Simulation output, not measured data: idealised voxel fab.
Name of the process module below: voxel spacer lines
The cross-section shown here is cut; it is 205 nm wide and divided into square cells measuring 5 nm on a side.
Cross-section = grid of square cells, listed top down in bands; band = one or more rows. This entry defines a band. It first specifies the height of the band's top and the height of its bottom in nm, and then specifies the band's materials from left to right, stating each material with its width in nm. The word "throughout" identifies a single material that fills the band from edge to edge, while the word "air" identifies empty space. We count height from 0. Below that, the starting wafer is all one material. The lowest band never ends at the bottom but goes on down; see "0 and below" for how that is written. So if you see something like "30..40" for the width, read it as the top row of the band sitting at the first number and the bottom row at the second, with every row in between moving by the same amount as the last. "same as before" -> step changed no cross-section cell. So "Enclosed void inventory" is basically the list of trapped voids: any empty space of 8 cells or more that can't reach the top through an opening. They're written width x height at distance, the distance being from the left edge, and it's all nm. On each step's line, the part that comes after the settings is the simulator's own comment on the step. overlay nm: mask offset rightward from planned place, masked step; negative means leftward offset.

Process steps - plan:
- 1: RECEIVE [material Si]
- 2: CONFORMAL_DEP [material Al2O3] [thk nm 5]
- 3: DIRECTIONAL_DEP [material polySi] [thk nm 20]
- 4: DIRECTIONAL_DEP [material aC] [thk nm 20]
- 5: PATTERN [tone cover] [mask id MANDREL] [material resist] [width nm 25] [pitch nm 70] [thk nm 30] [overlay nm 0]
- 6: DIRECTIONAL_ETCH [etch materials aC] [depth nm 20]
- 7: STRIP [etch materials resist]
- 8: CONFORMAL_DEP [material SiN] [thk nm 10]
- 9: DIRECTIONAL_ETCH [etch materials SiN] [depth nm 10]
- 10: STRIP [etch materials aC]
- 11: DIRECTIONAL_ETCH [etch materials polySi] [depth nm 20]
- 12: STRIP [etch materials SiN]
- 13: FILL_DEP [material SiO2] [thk nm 10]
- 14: CMP [height nm 25]

First wafer out of two, processed as planned:

Wafer as received: cross-section following step 1:
    0 and below: Si throughout
    Enclosed void inventory: none

Wafer section view after processing step 2:
    5 down to 0: Al2O3 throughout
    Below 0, no change.

Wafer section view after processing step 3:
    25 down to 5: polySi throughout
    Below 5, no change.

Wafer section view after processing step 4:
    45 down to 25: aC throughout
    Below 25, no change.

Wafer section view after processing step 5:
    75 down to 45: 55 of air  25 of resist  45 of air  25 of resist  55 of air
    Below 45, no change.

Wafer section view after processing step 6:
    55 down to 45: 55 of air  25 of resist  45 of air  25 of resist  55 of air
    45 down to 25: 55 of air  25 of aC  45 of air  25 of aC  55 of air
    Below 25, no change.

Wafer section view after processing step 7:
    45 down to 25: 55 of air  25 of aC  45 of air  25 of aC  55 of air
    Below 25, no change.

Wafer section view after processing step 8:
    55 down to 45: 45 of air  45 of SiN  25 of air  45 of SiN  45 of air
    45 down to 35: 45 of air  10 of SiN  25 of aC  10 of SiN  25 of air  10 of SiN  25 of aC  10 of SiN  45 of air
    35 down to 25: 55 of SiN  25 of aC  45 of SiN  25 of aC  55 of SiN
    Below 25, no change.

Wafer section view after processing step 9:
    45 down to 25: 45 of air  10 of SiN  25 of aC  10 of SiN  25 of air  10 of SiN  25 of aC  10 of SiN  45 of air
    Below 25, no change.

Wafer section view after processing step 10:
    45 down to 25: 45 of air  10 of SiN  25 of air  10 of SiN  25 of air  10 of SiN  25 of air  10 of SiN  45 of air
    Below 25, no change.

Wafer section view after processing step 11:
    45 down to 25: 45 of air  10 of SiN  25 of air  10 of SiN  25 of air  10 of SiN  25 of air  10 of SiN  45 of air
    25 down to 5: 45 of air  10 of polySi  25 of air  10 of polySi  25 of air  10 of polySi  25 of air  10 of polySi  45 of air
    Below 5, no change.

Wafer section view after processing step 12:
    25 down to 5: 45 of air  10 of polySi  25 of air  10 of polySi  25 of air  10 of polySi  25 of air  10 of polySi  45 of air
    Below 5, no change.

Wafer section view after processing step 13:
    35 down to 25: SiO2 throughout
    25 down to 5: 45 of SiO2  10 of polySi  25 of SiO2  10 of polySi  25 of SiO2  10 of polySi  25 of SiO2  10 of polySi  45 of SiO2
    Below 5, no change.

Wafer section view after processing step 14:
    25 down to 5: 45 of SiO2  10 of polySi  25 of SiO2  10 of polySi  25 of SiO2  10 of polySi  25 of SiO2  10 of polySi  45 of SiO2
    Below 5, no change.

Regarding the second of the two wafers: it shared the first wafer's starting condition and process plan, yet one error occurred during its execution. Its history coincides with that of the first wafer up to and including step 1:

Second wafer: cross-section at the scheduled end of step 2:
    5 down to 0: SiO2 throughout
    Below 0, no change.

Second wafer: cross-section at the scheduled end of step 3:
    25 down to 5: polySi throughout
    Below 5, no change.

Second wafer: cross-section at the scheduled end of step 4:
    45 down to 25: aC throughout
    Below 25, no change.

Second wafer: cross-section at the scheduled end of step 5:
    75 down to 45: 55 of air  25 of resist  45 of air  25 of resist  55 of air
    Below 45, no change.

Second wafer: cross-section at the scheduled end of step 6:
    55 down to 45: 55 of air  25 of resist  45 of air  25 of resist  55 of air
    45 down to 25: 55 of air  25 of aC  45 of air  25 of aC  55 of air
    Below 25, no change.

Second wafer: cross-section at the scheduled end of step 7:
    45 down to 25: 55 of air  25 of aC  45 of air  25 of aC  55 of air
    Below 25, no change.

Second wafer: cross-section at the scheduled end of step 8:
    55 down to 45: 45 of air  45 of SiN  25 of air  45 of SiN  45 of air
    45 down to 35: 45 of air  10 of SiN  25 of aC  10 of SiN  25 of air  10 of SiN  25 of aC  10 of SiN  45 of air
    35 down to 25: 55 of SiN  25 of aC  45 of SiN  25 of aC  55 of SiN
    Below 25, no change.

Second wafer: cross-section at the scheduled end of step 9:
    45 down to 25: 45 of air  10 of SiN  25 of aC  10 of SiN  25 of air  10 of SiN  25 of aC  10 of SiN  45 of air
    Below 25, no change.

Second wafer: cross-section at the scheduled end of step 10:
    45 down to 25: 45 of air  10 of SiN  25 of air  10 of SiN  25 of air  10 of SiN  25 of air  10 of SiN  45 of air
    Below 25, no change.

Second wafer: cross-section at the scheduled end of step 11:
    45 down to 25: 45 of air  10 of SiN  25 of air  10 of SiN  25 of air  10 of SiN  25 of air  10 of SiN  45 of air
    25 down to 5: 45 of air  10 of polySi  25 of air  10 of polySi  25 of air  10 of polySi  25 of air  10 of polySi  45 of air
    Below 5, no change.

Second wafer: cross-section at the scheduled end of step 12:
    25 down to 5: 45 of air  10 of polySi  25 of air  10 of polySi  25 of air  10 of polySi  25 of air  10 of polySi  45 of air
    Below 5, no change.

Second wafer: cross-section at the scheduled end of step 13:
    35 down to 25: SiO2 throughout
    25 down to 5: 45 of SiO2  10 of polySi  25 of SiO2  10 of polySi  25 of SiO2  10 of polySi  25 of SiO2  10 of polySi  45 of SiO2
    Below 5, no change.

Second wafer: cross-section at the scheduled end of step 14:
    25 down to 5: 45 of SiO2  10 of polySi  25 of SiO2  10 of polySi  25 of SiO2  10 of polySi  25 of SiO2  10 of polySi  45 of SiO2
    Below 5, no change.
what went wrong: step 2 deviated from plan and actually ran as CONFORMAL_DEP [material SiO2] [thk nm 5]
at the end the second wafer has, in cells: Al2O3 -41; SiO2 +41
